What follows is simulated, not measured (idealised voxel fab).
This is a process module. Its name is voxel wiring stack.
Section cut is 285 nm wide and gridded with 5 nm square cells.
In what follows, cross-sections appear as grids of square cells, described through bands that run from the top down, where every band is one or more rows of cells.
Each band's line starts with the height of the band's top and of its bottom, in nm. Then come its materials from left to right, each with its width in nm. One material with "throughout" fills the band from edge to edge. "empty" is empty space.
Heights are reckoned from 0. Under this level, the received wafer is all of one material. The bottommost band is open-ended downward, for example "from 0 down".
Per-row width for "30 to 40": begins at first number (top row of band), ends at second number (bottom row), increment between rows held constant.
Reading "no change" for a step: not a cell of the cross-section changed in it.
"Entrapped void list": sealed empty spaces, 8 cells or more, no open way to top, listed width x height at distance, with distance from the left edge and width, height and distance in nm.
Where a step's line continues beyond its settings, the continuation is a remark by the simulator itself on that step.
overlay nm: step with mask; distance mask lay right of planned place; negative value = left of planned place.
Everything after this point is organized in pairs: a cross-section before one process step, a cross-section after it that shows only as deep as the lowest changed band, and, under the pair, the intervening step with its settings. Because different runs of this module on the same starting wafer can supply different pairs, a pair continues from the pair above it only if its entry headed "Pre-step profile" says so.

Pre-step profile
* from 180 to 150 | resist: 55; empty: 25; resist: 25; empty: 25; resist: 25; empty: 25; resist: 25; empty: 25; resist: 55
* from 150 to 135 | aC: 55; empty: 15; aC: 35; empty: 15; aC: 35; empty: 15; aC: 35; empty: 15; aC: 65
* from 135 to 120 | SiO2: 55; empty: 15; SiO2: 35; empty: 15; SiO2: 35; empty: 15; SiO2: 35; empty: 15; SiO2: 65
* from 120 to 105 | SiO2: 55; aC: 15; SiO2: 35; aC: 15; SiO2: 35; aC: 15; SiO2: 35; aC: 15; SiO2: 65
* from 105 to 100 | SiCN throughout
* from 100 to 95 | SiCN: 50; Ru: 35; SiCN: 15; Ru: 35; SiCN: 15; Ru: 35; SiCN: 15; Ru: 35; SiCN: 50
* from 95 to 70 | SiO2: 55; TiN: 5; Cu: 15; TiN: 5; SiO2: 25; TiN: 5; Cu: 15; TiN: 5; SiO2: 25; TiN: 5; Cu: 15; TiN: 5; SiO2: 25; TiN: 5; Cu: 15; TiN: 5; SiO2: 55
* from 70 to 65 | SiCN: 55; TiN: 25; SiCN: 25; TiN: 25; SiCN: 25; TiN: 25; SiCN: 25; TiN: 25; SiCN: 55
* from 65 to 50 | lowk: 55; TiN: 5; Cu: 5; TiN: 5; lowk: 35; TiN: 5; Cu: 5; TiN: 5; lowk: 35; TiN: 5; Cu: 5; TiN: 5; lowk: 35; TiN: 5; Cu: 5; TiN: 5; lowk: 65
* from 50 to 45 | SiCN: 55; TiN: 15; SiCN: 35; TiN: 15; SiCN: 35; TiN: 15; SiCN: 35; TiN: 15; SiCN: 65
* from 45 to 35 | lowk: 55; TiN: 5; Cu: 15; TiN: 5; lowk: 25; TiN: 5; Cu: 15; TiN: 5; lowk: 25; TiN: 5; Cu: 15; TiN: 5; lowk: 25; TiN: 5; Cu: 15; TiN: 5; lowk: 55
* from 35 to 30 | SiCN: 55; TiN: 25; SiCN: 25; TiN: 25; SiCN: 25; TiN: 25; SiCN: 25; TiN: 25; SiCN: 55
* from 30 to 0 | SiO2 throughout
* from 0 down | Si throughout
* Entrapped void list: none

Section After Processing
* from 165 to 150 | resist: 55; empty: 25; resist: 25; empty: 25; resist: 25; empty: 25; resist: 25; empty: 25; resist: 55
* from 150 to 135 | aC: 55; empty: 25; aC: 25; empty: 25; aC: 25; empty: 25; aC: 25; empty: 25; aC: 55
* from 135 to 105 | SiO2: 55; empty: 15; SiO2: 35; empty: 15; SiO2: 35; empty: 15; SiO2: 35; empty: 15; SiO2: 65
* Below 105, the layers are the same as they were.
* Entrapped void list: none
Going from the before section above to the after section, the step was DIRECTIONAL_ETCH with etch materials aC, depth nm 15

Pre-step profile: the after view from the pair directly above serves as the before view here.

Section After Processing
* from 150 to 135 | aC: 55; empty: 25; aC: 25; empty: 25; aC: 25; empty: 25; aC: 25; empty: 25; aC: 55
* Below 135, the layers are the same as they were.
* Entrapped void list: none
Going from the before section above to the after section, the step was STRIP with etch materials resist

Pre-step profile: the after view from the pair directly above serves as the before view here.

Section After Processing
* from 150 to 135 | aC: 55; empty: 25; aC: 25; empty: 25; aC: 25; empty: 25; aC: 25; empty: 25; aC: 55
* from 135 to 115 | SiO2: 55; empty: 25; SiO2: 25; empty: 25; SiO2: 25; empty: 25; SiO2: 25; empty: 25; SiO2: 55
* Below 115, the layers are the same as they were.
* Entrapped void list: none
Going from the before section above to the after section, the step was DIRECTIONAL_ETCH with etch materials SiO2, depth nm 20

Pre-step profile: the after view from the pair directly above serves as the before view here.

Section After Processing
* from 150 to 135 | aC: 55; empty: 25; aC: 25; empty: 25; aC: 25; empty: 25; aC: 25; empty: 25; aC: 55
* from 135 to 115 | SiO2: 55; empty: 25; SiO2: 25; empty: 25; SiO2: 25; empty: 25; SiO2: 25; empty: 25; SiO2: 55
* from 115 to 105 | SiO2: 55; empty: 15; SiO2: 35; empty: 15; SiO2: 35; empty: 15; SiO2: 35; empty: 15; SiO2: 65
* from 105 to 100 | SiCN: 55; empty: 15; SiCN: 35; empty: 15; SiCN: 35; empty: 15; SiCN: 35; empty: 15; SiCN: 65
* Below 100, the layers are the same as they were.
* Entrapped void list: none
Going from the before section above to the after section, the step was DIRECTIONAL_ETCH with etch materials SiCN, depth nm 5

Pre-step profile: the after view from the pair directly above serves as the before view here.

Section After Processing
* from 135 to 115 | SiO2: 55; empty: 25; SiO2: 25; empty: 25; SiO2: 25; empty: 25; SiO2: 25; empty: 25; SiO2: 55
* Below 115, the layers are the same as they were.
* Entrapped void list: none
Going from the before section above to the after section, the step was STRIP with etch materials aC

Pre-step profile: the after view from the pair directly above serves as the before view here.

Section After Processing
* from 140 to 135 | TiN: 60; empty: 15; TiN: 35; empty: 15; TiN: 35; empty: 15; TiN: 35; empty: 15; TiN: 60
* from 135 to 120 | SiO2: 55; TiN: 5; empty: 15; TiN: 5; SiO2: 25; TiN: 5; empty: 15; TiN: 5; SiO2: 25; TiN: 5; empty: 15; TiN: 5; SiO2: 25; TiN: 5; empty: 15; TiN: 5; SiO2: 55
* from 120 to 115 | SiO2: 55; TiN: 5; empty: 5; TiN: 15; SiO2: 25; TiN: 5; empty: 5; TiN: 15; SiO2: 25; TiN: 5; empty: 5; TiN: 15; SiO2: 25; TiN: 5; empty: 5; TiN: 15; SiO2: 55
* from 115 to 105 | SiO2: 55; TiN: 5; empty: 5; TiN: 5; SiO2: 35; TiN: 5; empty: 5; TiN: 5; SiO2: 35; TiN: 5; empty: 5; TiN: 5; SiO2: 35; TiN: 5; empty: 5; TiN: 5; SiO2: 65
* from 105 to 100 | SiCN: 55; TiN: 15; SiCN: 35; TiN: 15; SiCN: 35; TiN: 15; SiCN: 35; TiN: 15; SiCN: 65
* Below 100, the layers are the same as they were.
* Entrapped void list: none
Going from the before section above to the after section, the step was CONFORMAL_DEP with material TiN, thk nm 5

Pre-step profile: the after view from the pair directly above serves as the before view here.

Section After Processing
* from 150 to 140 | Cu throughout
* from 140 to 135 | TiN: 60; Cu: 15; TiN: 35; Cu: 15; TiN: 35; Cu: 15; TiN: 35; Cu: 15; TiN: 60
* from 135 to 120 | SiO2: 55; TiN: 5; Cu: 15; TiN: 5; SiO2: 25; TiN: 5; Cu: 15; TiN: 5; SiO2: 25; TiN: 5; Cu: 15; TiN: 5; SiO2: 25; TiN: 5; Cu: 15; TiN: 5; SiO2: 55
* from 120 to 115 | SiO2: 55; TiN: 5; Cu: 5; TiN: 15; SiO2: 25; TiN: 5; Cu: 5; TiN: 15; SiO2: 25; TiN: 5; Cu: 5; TiN: 15; SiO2: 25; TiN: 5; Cu: 5; TiN: 15; SiO2: 55
* from 115 to 105 | SiO2: 55; TiN: 5; Cu: 5; TiN: 5; SiO2: 35; TiN: 5; Cu: 5; TiN: 5; SiO2: 35; TiN: 5; Cu: 5; TiN: 5; SiO2: 35; TiN: 5; Cu: 5; TiN: 5; SiO2: 65
* Below 105, the layers are the same as they were.
* Entrapped void list: none
Going from the before section above to the after section, the step was FILL_DEP with material Cu, thk nm 10

Pre-step profile: the after view from the pair directly above serves as the before view here.

Section After Processing
* from 135 to 120 | SiO2: 55; TiN: 5; Cu: 15; TiN: 5; SiO2: 25; TiN: 5; Cu: 15; TiN: 5; SiO2: 25; TiN: 5; Cu: 15; TiN: 5; SiO2: 25; TiN: 5; Cu: 15; TiN: 5; SiO2: 55
* Below 120, the layers are the same as they were.
* Entrapped void list: none
Going from the before section above to the after section, the step was CMP with height nm 135

Pre-step profile: the after view from the pair directly above serves as the before view here.

Section After Processing
* from 140 to 135 | SiCN throughout
* Below 135, the layers are the same as they were.
* Entrapped void list: none
Going from the before section above to the after section, the step was CONFORMAL_DEP with material SiCN, thk nm 5

Pre-step profile
* from 45 to 20 | lowk: 55; TiN: 5; Cu: 15; TiN: 5; lowk: 25; TiN: 5; Cu: 15; TiN: 5; lowk: 25; TiN: 5; Cu: 15; TiN: 5; lowk: 25; TiN: 5; Cu: 15; TiN: 5; lowk: 55
* from 20 to 15 | SiCN: 55; TiN: 25; SiCN: 25; TiN: 25; SiCN: 25; TiN: 25; SiCN: 25; TiN: 25; SiCN: 55
* from 15 to 0 | SiO2 throughout
* from 0 down | Si throughout
* Entrapped void list: none

Section After Processing
* from 60 to 45 | lowk throughout
* Below 45, the layers are the same as they were.
* Entrapped void list: none
Going from the before section above to the after section, the step was DIRECTIONAL_DEP with material lowk, thk nm 15

Pre-step profile: the after view from the pair directly above serves as the before view here.

Section After Processing
* from 65 to 60 | SiCN throughout
* Below 60, the layers are the same as they were.
* Entrapped void list: none
Going from the before section above to the after section, the step was CONFORMAL_DEP with material SiCN, thk nm 5

Pre-step profile: the after view from the pair directly above serves as the before view here.

Section After Processing
* from 75 to 65 | aC throughout
* Below 65, the layers are the same as they were.
* Entrapped void list: none
Going from the before section above to the after section, the step was DIRECTIONAL_DEP with material aC, thk nm 10

Pre-step profile: the after view from the pair directly above serves as the before view here.

Section After Processing
* from 100 to 75 | resist: 55; empty: 15; resist: 35; empty: 15; resist: 35; empty: 15; resist: 35; empty: 15; resist: 65
* Below 75, the layers are the same as they were.
* Entrapped void list: none
Going from the before section above to the after section, the step was PATTERN with tone open, mask id PLUG_1, material resist, width nm 15, pitch nm 50, thk nm 25, overlay nm 0

Pre-step profile: the after view from the pair directly above serves as the before view here.

Section After Processing
* from 90 to 75 | resist: 55; empty: 15; resist: 35; empty: 15; resist: 35; empty: 15; resist: 35; empty: 15; resist: 65
* from 75 to 65 | aC: 55; empty: 15; aC: 35; empty: 15; aC: 35; empty: 15; aC: 35; empty: 15; aC: 65
* Below 65, the layers are the same as they were.
* Entrapped void list: none
Going from the before section above to the after section, the step was DIRECTIONAL_ETCH with etch materials aC, depth nm 10

Pre-step profile: the after view from the pair directly above serves as the before view here.

Section After Processing
* from 75 to 65 | aC: 55; empty: 15; aC: 35; empty: 15; aC: 35; empty: 15; aC: 35; empty: 15; aC: 65
* Below 65, the layers are the same as they were.
* Entrapped void list: none
Going from the before section above to the after section, the step was STRIP with etch materials resist

Pre-step profile: the after view from the pair directly above serves as the before view here.

Section After Processing
* from 75 to 65 | aC: 55; empty: 15; aC: 35; empty: 15; aC: 35; empty: 15; aC: 35; empty: 15; aC: 65
* from 65 to 60 | SiCN: 55; empty: 15; SiCN: 35; empty: 15; SiCN: 35; empty: 15; SiCN: 35; empty: 15; SiCN: 65
* Below 60, the layers are the same as they were.
* Entrapped void list: none
Going from the before section above to the after section, the step was DIRECTIONAL_ETCH with etch materials SiCN, depth nm 5

Pre-step profile: the after view from the pair directly above serves as the before view here.

Section After Processing
* from 65 to 60 | SiCN: 55; empty: 15; SiCN: 35; empty: 15; SiCN: 35; empty: 15; SiCN: 35; empty: 15; SiCN: 65
* Below 60, the layers are the same as they were.
* Entrapped void list: none
Going from the before section above to the after section, the step was STRIP with etch materials aC

Pre-step profile: the after view from the pair directly above serves as the before view here.

Section After Processing
* from 70 to 65 | TiN: 60; empty: 5; TiN: 45; empty: 5; TiN: 45; empty: 5; TiN: 45; empty: 5; TiN: 70
* from 65 to 60 | SiCN: 55; TiN: 15; SiCN: 35; TiN: 15; SiCN: 35; TiN: 15; SiCN: 35; TiN: 15; SiCN: 65
* Below 60, the layers are the same as they were.
* Entrapped void list: none
Going from the before section above to the after section, the step was CONFORMAL_DEP with material TiN, thk nm 5

Pre-step profile: the after view from the pair directly above serves as the before view here.

Section After Processing
* from 75 to 70 | Cu throughout
* from 70 to 65 | TiN: 60; Cu: 5; TiN: 45; Cu: 5; TiN: 45; Cu: 5; TiN: 45; Cu: 5; TiN: 70
* Below 65, the layers are the same as they were.
* Entrapped void list: none
Going from the before section above to the after section, the step was FILL_DEP with material Cu, thk nm 5

Pre-step profile: the after view from the pair directly above serves as the before view here.

Section After Processing
* from 65 to 60 | SiCN: 55; TiN: 15; SiCN: 35; TiN: 15; SiCN: 35; TiN: 15; SiCN: 35; TiN: 15; SiCN: 65
* Below 60, the layers are the same as they were.
* Entrapped void list: none
Going from the before section above to the after section, the step was CMP with height nm 65

Pre-step profile: the after view from the pair directly above serves as the before view here.

Section After Processing
* from 70 to 65 | SiCN throughout
* Below 65, the layers are the same as they were.
* Entrapped void list: none
Going from the before section above to the after section, the step was CONFORMAL_DEP with material SiCN, thk nm 5

Pre-step profile: the after view from the pair directly above serves as the before view here.

Section After Processing
* from 95 to 70 | SiO2 throughout
* Below 70, the layers are the same as they were.
* Entrapped void list: none
Going from the before section above to the after section, the step was DIRECTIONAL_DEP with material SiO2, thk nm 25

Pre-step profile: the after view from the pair directly above serves as the before view here.

Section After Processing
* from 110 to 95 | aC throughout
* Below 95, the layers are the same as they were.
* Entrapped void list: none
Going from the before section above to the after section, the step was DIRECTIONAL_DEP with material aC, thk nm 15

Pre-step profile: the after view from the pair directly above serves as the before view here.

Section After Processing
* from 140 to 110 | resist: 55; empty: 25; resist: 25; empty: 25; resist: 25; empty: 25; resist: 25; empty: 25; resist: 55
* Below 110, the layers are the same as they were.
* Entrapped void list: none
Going from the before section above to the after section, the step was PATTERN with tone open, mask id METAL_2, material resist, width nm 25, pitch nm 50, thk nm 30, overlay nm 0

Pre-step profile: the after view from the pair directly above serves as the before view here.

Section After Processing
* from 125 to 110 | resist: 55; empty: 25; resist: 25; empty: 25; resist: 25; empty: 25; resist: 25; empty: 25; resist: 55
* from 110 to 95 | aC: 55; empty: 25; aC: 25; empty: 25; aC: 25; empty: 25; aC: 25; empty: 25; aC: 55
* Below 95, the layers are the same as they were.
* Entrapped void list: none
Going from the before section above to the after section, the step was DIRECTIONAL_ETCH with etch materials aC, depth nm 15

Pre-step profile: the after view from the pair directly above serves as the before view here.

Section After Processing
* from 110 to 95 | aC: 55; empty: 25; aC: 25; empty: 25; aC: 25; empty: 25; aC: 25; empty: 25; aC: 55
* Below 95, the layers are the same as they were.
* Entrapped void list: none
Going from the before section above to the after section, the step was STRIP with etch materials resist

Pre-step profile: the after view from the pair directly above serves as the before view here.

Section After Processing
* from 110 to 95 | aC: 55; empty: 25; aC: 25; empty: 25; aC: 25; empty: 25; aC: 25; empty: 25; aC: 55
* from 95 to 70 | SiO2: 55; empty: 25; SiO2: 25; empty: 25; SiO2: 25; empty: 25; SiO2: 25; empty: 25; SiO2: 55
* Below 70, the layers are the same as they were.
* Entrapped void list: none
Going from the before section above to the after section, the step was DIRECTIONAL_ETCH with etch materials SiO2, depth nm 25

Pre-step profile: the after view from the pair directly above serves as the before view here.

Section After Processing
* from 110 to 95 | aC: 55; empty: 25; aC: 25; empty: 25; aC: 25; empty: 25; aC: 25; empty: 25; aC: 55
* from 95 to 70 | SiO2: 55; empty: 25; SiO2: 25; empty: 25; SiO2: 25; empty: 25; SiO2: 25; empty: 25; SiO2: 55
* from 70 to 65 | SiCN: 55; empty: 25; SiCN: 25; empty: 25; SiCN: 25; empty: 25; SiCN: 25; empty: 25; SiCN: 55
* Below 65, the layers are the same as they were.
* Entrapped void list: none
Going from the before section above to the after section, the step was DIRECTIONAL_ETCH with etch materials SiCN, depth nm 5

Pre-step profile: the after view from the pair directly above serves as the before view here.

Section After Processing
* from 95 to 70 | SiO2: 55; empty: 25; SiO2: 25; empty: 25; SiO2: 25; empty: 25; SiO2: 25; empty: 25; SiO2: 55
* Below 70, the layers are the same as they were.
* Entrapped void list: none
Going from the before section above to the after section, the step was STRIP with etch materials aC

Pre-step profile: the after view from the pair directly above serves as the before view here.

Section After Processing
* from 100 to 95 | TiN: 60; empty: 15; TiN: 35; empty: 15; TiN: 35; empty: 15; TiN: 35; empty: 15; TiN: 60
* from 95 to 70 | SiO2: 55; TiN: 5; empty: 15; TiN: 5; SiO2: 25; TiN: 5; empty: 15; TiN: 5; SiO2: 25; TiN: 5; empty: 15; TiN: 5; SiO2: 25; TiN: 5; empty: 15; TiN: 5; SiO2: 55
* from 70 to 60 | SiCN: 55; TiN: 25 to 15; SiCN: 25 to 35; TiN: 25 to 15; SiCN: 25 to 35; TiN: 25 to 15; SiCN: 25 to 35; TiN: 25 to 15; SiCN: 55 to 65
* Below 60, the layers are the same as they were.
* Entrapped void list: none
Going from the before section above to the after section, the step was CONFORMAL_DEP with material TiN, thk nm 5

Pre-step profile: the after view from the pair directly above serves as the before view here.

Section After Processing
* from 110 to 100 | Cu throughout
* from 100 to 95 | TiN: 60; Cu: 15; TiN: 35; Cu: 15; TiN: 35; Cu: 15; TiN: 35; Cu: 15; TiN: 60
* from 95 to 70 | SiO2: 55; TiN: 5; Cu: 15; TiN: 5; SiO2: 25; TiN: 5; Cu: 15; TiN: 5; SiO2: 25; TiN: 5; Cu: 15; TiN: 5; SiO2: 25; TiN: 5; Cu: 15; TiN: 5; SiO2: 55
* Below 70, the layers are the same as they were.
* Entrapped void list: none
Going from the before section above to the after section, the step was FILL_DEP with material Cu, thk nm 10

Pre-step profile: the after view from the pair directly above serves as the before view here.

Section After Processing
* from 95 to 70 | SiO2: 55; TiN: 5; Cu: 15; TiN: 5; SiO2: 25; TiN: 5; Cu: 15; TiN: 5; SiO2: 25; TiN: 5; Cu: 15; TiN: 5; SiO2: 25; TiN: 5; Cu: 15; TiN: 5; SiO2: 55
* Below 70, the layers are the same as they were.
* Entrapped void list: none
Going from the before section above to the after section, the step was CMP with height nm 95

Pre-step profile: the after view from the pair directly above serves as the before view here.

Section After Processing
* from 100 to 95 | empty: 50; Ru: 35; empty: 15; Ru: 35; empty: 15; Ru: 35; empty: 15; Ru: 35; empty: 50
* Below 95, the layers are the same as they were.
* Entrapped void list: none
Going from the before section above to the after section, the step was EPI with material Ru, thk nm 5

Pre-step profile: the after view from the pair directly above serves as the before view here.

Section After Processing
* from 105 to 100 | SiCN throughout
* from 100 to 95 | SiCN: 50; Ru: 35; SiCN: 15; Ru: 35; SiCN: 15; Ru: 35; SiCN: 15; Ru: 35; SiCN: 50
* Below 95, the layers are the same as they were.
* Entrapped void list: none
Going from the before section above to the after section, the step was FILL_DEP with material SiCN, thk nm 5

Pre-step profile: the after view from the pair directly above serves as the before view here.

Section After Processing
* from 135 to 105 | SiO2 throughout
* Below 105, the layers are the same as they were.
* Entrapped void list: none
Going from the before section above to the after section, the step was DIRECTIONAL_DEP with material SiO2, thk nm 30

Pre-step profile: the after view from the pair directly above serves as the before view here.

Section After Processing
* from 135 to 105 | SiO2: 55; empty: 15; SiO2: 35; empty: 15; SiO2: 35; empty: 15; SiO2: 35; empty: 15; SiO2: 65
* Below 105, the layers are the same as they were.
* Entrapped void list: none
Going from the before section above to the after section, the step was MASKED_ETCH with tone open, mask id METAL_3_HOLES, width nm 15, pitch nm 50, etch materials SiO2, depth nm 30, overlay nm 0

Pre-step profile: the after view from the pair directly above serves as the before view here.

Section After Processing
* from 150 to 135 | aC: 55; empty: 15; aC: 35; empty: 15; aC: 35; empty: 15; aC: 35; empty: 15; aC: 65
* from 135 to 120 | SiO2: 55; empty: 15; SiO2: 35; empty: 15; SiO2: 35; empty: 15; SiO2: 35; empty: 15; SiO2: 65
* from 120 to 105 | SiO2: 55; aC: 15; SiO2: 35; aC: 15; SiO2: 35; aC: 15; SiO2: 35; aC: 15; SiO2: 65
* Below 105, the layers are the same as they were.
* Entrapped void list: none
Going from the before section above to the after section, the step was DIRECTIONAL_DEP with material aC, thk nm 15

Pre-step profile: the after view from the pair directly above serves as the before view here.

Section After Processing
* from 180 to 150 | resist: 55; empty: 25; resist: 25; empty: 25; resist: 25; empty: 25; resist: 25; empty: 25; resist: 55
* Below 150, the layers are the same as they were.
* Entrapped void list: none
Going from the before section above to the after section, the step was PATTERN with tone open, mask id METAL_3, material resist, width nm 25, pitch nm 50, thk nm 30, overlay nm 0

Pre-step profile: the after view from the pair directly above serves as the before view here.

Section After Processing
* from 165 to 150 | resist: 55; empty: 25; resist: 25; empty: 25; resist: 25; empty: 25; resist: 25; empty: 25; resist: 55
* from 150 to 135 | aC: 55; empty: 25; aC: 25; empty: 25; aC: 25; empty: 25; aC: 25; empty: 25; aC: 55
* from 135 to 105 | SiO2: 55; empty: 15; SiO2: 35; empty: 15; SiO2: 35; empty: 15; SiO2: 35; empty: 15; SiO2: 65
* Below 105, the layers are the same as they were.
* Entrapped void list: none
Going from the before section above to the after section, the step was DIRECTIONAL_ETCH with etch materials aC, depth nm 15

Pre-step profile: the after view from the pair directly above serves as the before view here.

Section After Processing
* from 150 to 135 | aC: 55; empty: 25; aC: 25; empty: 25; aC: 25; empty: 25; aC: 25; empty: 25; aC: 55
* Below 135, the layers are the same as they were.
* Entrapped void list: none
Going from the before section above to the after section, the step was STRIP with etch materials resist

Pre-step profile: the after view from the pair directly above serves as the before view here.

Section After Processing
* from 150 to 135 | aC: 55; empty: 25; aC: 25; empty: 25; aC: 25; empty: 25; aC: 25; empty: 25; aC: 55
* from 135 to 115 | SiO2: 55; empty: 25; SiO2: 25; empty: 25; SiO2: 25; empty: 25; SiO2: 25; empty: 25; SiO2: 55
* Below 115, the layers are the same as they were.
* Entrapped void list: none
Going from the before section above to the after section, the step was DIRECTIONAL_ETCH with etch materials SiO2, depth nm 20

Pre-step profile: the after view from the pair directly above serves as the before view here.

Section After Processing
* from 150 to 135 | aC: 55; empty: 25; aC: 25; empty: 25; aC: 25; empty: 25; aC: 25; empty: 25; aC: 55
* from 135 to 115 | SiO2: 55; empty: 25; SiO2: 25; empty: 25; SiO2: 25; empty: 25; SiO2: 25; empty: 25; SiO2: 55
* from 115 to 105 | SiO2: 55; empty: 15; SiO2: 35; empty: 15; SiO2: 35; empty: 15; SiO2: 35; empty: 15; SiO2: 65
* from 105 to 100 | SiCN: 55; empty: 15; SiCN: 35; empty: 15; SiCN: 35; empty: 15; SiCN: 35; empty: 15; SiCN: 65
* Below 100, the layers are the same as they were.
* Entrapped void list: none
Going from the before section above to the after section, the step was DIRECTIONAL_ETCH with etch materials SiCN, depth nm 5

Pre-step profile: the after view from the pair directly above serves as the before view here.

Section After Processing
* from 135 to 115 | SiO2: 55; empty: 25; SiO2: 25; empty: 25; SiO2: 25; empty: 25; SiO2: 25; empty: 25; SiO2: 55
* Below 115, the layers are the same as they were.
* Entrapped void list: none
Going from the before section above to the after section, the step was STRIP with etch materials aC

Pre-step profile: the after view from the pair directly above serves as the before view here.

Section After Processing
* from 140 to 135 | TiN: 60; empty: 15; TiN: 35; empty: 15; TiN: 35; empty: 15; TiN: 35; empty: 15; TiN: 60
* from 135 to 120 | SiO2: 55; TiN: 5; empty: 15; TiN: 5; SiO2: 25; TiN: 5; empty: 15; TiN: 5; SiO2: 25; TiN: 5; empty: 15; TiN: 5; SiO2: 25; TiN: 5; empty: 15; TiN: 5; SiO2: 55
* from 120 to 115 | SiO2: 55; TiN: 5; empty: 5; TiN: 15; SiO2: 25; TiN: 5; empty: 5; TiN: 15; SiO2: 25; TiN: 5; empty: 5; TiN: 15; SiO2: 25; TiN: 5; empty: 5; TiN: 15; SiO2: 55
* from 115 to 105 | SiO2: 55; TiN: 5; empty: 5; TiN: 5; SiO2: 35; TiN: 5; empty: 5; TiN: 5; SiO2: 35; TiN: 5; empty: 5; TiN: 5; SiO2: 35; TiN: 5; empty: 5; TiN: 5; SiO2: 65
* from 105 to 100 | SiCN: 55; TiN: 15; SiCN: 35; TiN: 15; SiCN: 35; TiN: 15; SiCN: 35; TiN: 15; SiCN: 65
* Below 100, the layers are the same as they were.
* Entrapped void list: none
Going from the before section above to the after section, the step was CONFORMAL_DEP with material TiN, thk nm 5

Pre-step profile: the after view from the pair directly above serves as the before view here.

Section After Processing
* from 150 to 140 | Cu throughout
* from 140 to 135 | TiN: 60; Cu: 15; TiN: 35; Cu: 15; TiN: 35; Cu: 15; TiN: 35; Cu: 15; TiN: 60
* from 135 to 120 | SiO2: 55; TiN: 5; Cu: 15; TiN: 5; SiO2: 25; TiN: 5; Cu: 15; TiN: 5; SiO2: 25; TiN: 5; Cu: 15; TiN: 5; SiO2: 25; TiN: 5; Cu: 15; TiN: 5; SiO2: 55
* from 120 to 115 | SiO2: 55; TiN: 5; Cu: 5; TiN: 15; SiO2: 25; TiN: 5; Cu: 5; TiN: 15; SiO2: 25; TiN: 5; Cu: 5; TiN: 15; SiO2: 25; TiN: 5; Cu: 5; TiN: 15; SiO2: 55
* from 115 to 105 | SiO2: 55; TiN: 5; Cu: 5; TiN: 5; SiO2: 35; TiN: 5; Cu: 5; TiN: 5; SiO2: 35; TiN: 5; Cu: 5; TiN: 5; SiO2: 35; TiN: 5; Cu: 5; TiN: 5; SiO2: 65
* Below 105, the layers are the same as they were.
* Entrapped void list: none
Going from the before section above to the after section, the step was FILL_DEP with material Cu, thk nm 10

Pre-step profile: the after view from the pair directly above serves as the before view here.

Section After Processing
* from 135 to 120 | SiO2: 55; TiN: 5; Cu: 15; TiN: 5; SiO2: 25; TiN: 5; Cu: 15; TiN: 5; SiO2: 25; TiN: 5; Cu: 15; TiN: 5; SiO2: 25; TiN: 5; Cu: 15; TiN: 5; SiO2: 55
* Below 120, the layers are the same as they were.
* Entrapped void list: none
Going from the before section above to the after section, the step was CMP with height nm 135

Pre-step profile: the after view from the pair directly above serves as the before view here.

Section After Processing
* from 140 to 135 | SiCN throughout
* Below 135, the layers are the same as they were.
* Entrapped void list: none
Going from the before section above to the after section, the step was CONFORMAL_DEP with material SiCN, thk nm 5

Pre-step profile
* from 135 to 120 | SiO2: 55; TiN: 5; Cu: 15; TiN: 5; SiO2: 25; TiN: 5; Cu: 15; TiN: 5; SiO2: 25; TiN: 5; Cu: 15; TiN: 5; SiO2: 25; TiN: 5; Cu: 15; TiN: 5; SiO2: 55
* from 120 to 115 | SiO2: 55; TiN: 5; Cu: 5; TiN: 15; SiO2: 25; TiN: 5; Cu: 5; TiN: 15; SiO2: 25; TiN: 5; Cu: 5; TiN: 15; SiO2: 25; TiN: 5; Cu: 5; TiN: 15; SiO2: 55
* from 115 to 105 | SiO2: 55; TiN: 5; Cu: 5; TiN: 5; SiO2: 35; TiN: 5; Cu: 5; TiN: 5; SiO2: 35; TiN: 5; Cu: 5; TiN: 5; SiO2: 35; TiN: 5; Cu: 5; TiN: 5; SiO2: 65
* from 105 to 100 | SiCN: 55; TiN: 15; SiCN: 35; TiN: 15; SiCN: 35; TiN: 15; SiCN: 35; TiN: 15; SiCN: 65
* from 100 to 95 | SiCN: 50; Ru: 35; SiCN: 15; Ru: 35; SiCN: 15; Ru: 35; SiCN: 15; Ru: 35; SiCN: 50
* from 95 to 70 | SiO2: 55; TiN: 5; Cu: 15; TiN: 5; SiO2: 25; TiN: 5; Cu: 15; TiN: 5; SiO2: 25; TiN: 5; Cu: 15; TiN: 5; SiO2: 25; TiN: 5; Cu: 15; TiN: 5; SiO2: 55
* from 70 to 65 | SiCN: 55; TiN: 25; SiCN: 25; TiN: 25; SiCN: 25; TiN: 25; SiCN: 25; TiN: 25; SiCN: 55
* from 65 to 50 | lowk: 55; TiN: 5; Cu: 5; TiN: 5; lowk: 35; TiN: 5; Cu: 5; TiN: 5; lowk: 35; TiN: 5; Cu: 5; TiN: 5; lowk: 35; TiN: 5; Cu: 5; TiN: 5; lowk: 65
* from 50 to 45 | SiCN: 55; TiN: 15; SiCN: 35; TiN: 15; SiCN: 35; TiN: 15; SiCN: 35; TiN: 15; SiCN: 65
* from 45 to 20 | lowk: 55; TiN: 5; Cu: 15; TiN: 5; lowk: 25; TiN: 5; Cu: 15; TiN: 5; lowk: 25; TiN: 5; Cu: 15; TiN: 5; lowk: 25; TiN: 5; Cu: 15; TiN: 5; lowk: 55
* from 20 to 15 | SiCN: 55; TiN: 25; SiCN: 25; TiN: 25; SiCN: 25; TiN: 25; SiCN: 25; TiN: 25; SiCN: 55
* from 15 to 0 | SiO2 throughout
* from 0 down | Si throughout
* Entrapped void list: none

Section After Processing
* from 150 to 135 | SiCN throughout
* Below 135, the layers are the same as they were.
* Entrapped void list: none
Going from the before section above to the after section, the step was CONFORMAL_DEP with material SiCN, thk nm 15

Pre-step profile
* from 45 to 20 | lowk throughout
* from 20 to 15 | SiCN throughout
* from 15 to 0 | SiO2 throughout
* from 0 down | Si throughout
* Entrapped void list: none

Section After Processing
* from 45 to 20 | lowk: 60; empty: 20; lowk: 30; empty: 20; lowk: 30; empty: 20; lowk: 30; empty: 20; lowk: 55
* Below 20, the layers are the same as they were.
* Entrapped void list: none
Going from the before section above to the after section, the step was MASKED_ETCH with tone open, mask id METAL_1, width nm 20, pitch nm 50, etch materials lowk, depth nm 25, overlay nm 0

Pre-step profile: the after view from the pair directly above serves as the before view here.

Section After Processing
* from 45 to 20 | lowk: 60; empty: 20; lowk: 30; empty: 20; lowk: 30; empty: 20; lowk: 30; empty: 20; lowk: 55
* from 20 to 15 | SiCN: 60; empty: 20; SiCN: 30; empty: 20; SiCN: 30; empty: 20; SiCN: 30; empty: 20; SiCN: 55
* Below 15, the layers are the same as they were.
* Entrapped void list: none
Going from the before section above to the after section, the step was MASKED_ETCH with tone open, mask id METAL_1, width nm 25, pitch nm 50, etch materials SiCN, depth nm 5, overlay nm 0
